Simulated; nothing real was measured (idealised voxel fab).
process module | voxel double patterning
cross-section cut | 175 nm wide | cells 5 nm
A cross-section is a grid of square cells, given in bands from the top down. A band is one or more rows of cells.
Each band's line starts with the height of the band's top and of its bottom, in nm. Then come its materials from left to right, each with its width in nm. One material with "throughout" fills the band from edge to edge. "air" is empty space.
Height 0 is the level under which the wafer as received is all one material. The lowest band goes on downwards, as in "0 down".
A width such as "30 to 40" changes by the same amount from each row of cells to the next, from the band's top row to its bottom row.
"no change" after a step means that no cell of the cross-section changed.
closed voids: empty space of 8 cells or more with no open way to the top, each as width x height at its distance from the left edge, in nm
after a step's settings: what the simulator itself notes on the step
overlay nm, on a step with a mask: how far to the right of its planned place the mask lay; to the left if negative
plan
1 op RECEIVE | material Si
2 op CONFORMAL_DEP | material SiN | thk nm 10
3 op DIRECTIONAL_DEP | material SiO2 | thk nm 15
4 op DIRECTIONAL_DEP | material SiCN | thk nm 5
5 op MASKED_ETCH | tone open | mask id FIRST | width nm 15 | pitch nm 50 | etch materials SiCN | depth nm 5 | overlay nm 0
6 op DIRECTIONAL_DEP | material aC | thk nm 15
7 op PATTERN | tone open | mask id SECOND | material resist | width nm 15 | thk nm 35 | overlay nm 0
8 op DIRECTIONAL_ETCH | etch materials aC | depth nm 15
9 op STRIP | etch materials resist
10 op DIRECTIONAL_ETCH | etch materials SiCN | depth nm 5
11 op STRIP | etch materials aC
12 op DIRECTIONAL_ETCH | etch materials SiO2 | depth nm 15
13 op STRIP | etch materials SiCN
as received, after step 1
  0 down: Si throughout
  closed voids: none
first wafer at the end, as planned
  25 to 10: SiO2 55 | air 15 | SiO2 10 | air 15 | SiO2 10 | air 15 | SiO2 55
  10 to 0: SiN throughout
  0 down: Si throughout
  closed voids: none
second wafer at the end: like start, like plan, one mistake
  25 to 15: SiN throughout
  15 to 0: SiO2 throughout
  0 down: Si throughout
  closed voids: none
what went wrong: steps 2 and 3 were swapped
at the end the second wafer has, in cells: 27 more of SiO2
